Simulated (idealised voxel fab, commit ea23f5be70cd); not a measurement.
process module | voxel released beams
cross-section cut | 260 nm wide | cells 5 nm
A cross-section is a grid of square cells, given in bands from the top down. A band is one or more rows of cells.
Each band's line starts with the height of the band's top and of its bottom, in nm. Then come its materials from left to right, each with its width in nm. One material with "throughout" fills the band from edge to edge. "air" is empty space.
Height 0 is the level under which the wafer as received is all one material. The lowest band goes on downwards, as in "0 down".
A width such as "30 to 40" changes by the same amount from each row of cells to the next, from the band's top row to its bottom row.
"no change" after a step means that no cell of the cross-section changed.
closed voids: empty space of 8 cells or more with no open way to the top, each as width x height at its distance from the left edge, in nm
after a step's settings: what the simulator itself notes on the step
overlay nm, on a step with a mask: how far to the right of its planned place the mask lay; to the left if negative
plan
1 op RECEIVE | material Si
2 op CONFORMAL_DEP | material Al2O3 | thk nm 5
3 op DIRECTIONAL_DEP | material SiO2 | thk nm 10
4 op PATTERN | tone open | mask id ANCHOR | material resist | width nm 25 | thk nm 20 | overlay nm -15
5 op DIRECTIONAL_ETCH | etch materials SiO2 | depth nm 10
6 op STRIP | etch materials resist
7 op CONFORMAL_DEP | material SiN | thk nm 10
8 op PATTERN | tone cover | mask id BEAM | material resist | width nm 105 | thk nm 15 | overlay nm 0
9 op DIRECTIONAL_ETCH | etch materials SiN | depth nm 10
10 op STRIP | etch materials resist
11 op STRIP | etch materials SiO2
varied across the wafers: overlay nm of step 4. The plan shows the first wafer's value. All wafers start alike
first wafer as received, after step 1
  0 down: Si throughout
  closed voids: none
first wafer at the end, after step 11
  25 to 15: air 80 | SiN 100 | air 80
  15 to 5: air 65 | SiN 25 | air 170
  5 to 0: Al2O3 throughout
  0 down: Si throughout
  closed voids: none
last wafer at the end
  25 to 15: air 75 | SiN 30 | air 5 | SiN 70 | air 80
  15 to 5: air 95 | SiN 25 | air 140
  5 to 0: Al2O3 throughout
  0 down: Si throughout
  closed voids: none
each wafer at the end: cells of each material gained (+) or lost (-) since it was received, then its closed voids
overlay nm -15 | +52 Al2O3 | +50 SiN | closed voids: none
overlay nm -10 | +52 Al2O3 | +50 SiN | closed voids: none
overlay nm -5 | +52 Al2O3 | +50 SiN | closed voids: none
overlay nm 0 | +52 Al2O3 | +50 SiN | closed voids: none
overlay nm 5 | +52 Al2O3 | +50 SiN | closed voids: none
overlay nm 10 | +52 Al2O3 | +50 SiN | closed voids: none
overlay nm 15 | +52 Al2O3 | +50 SiN | closed voids: none
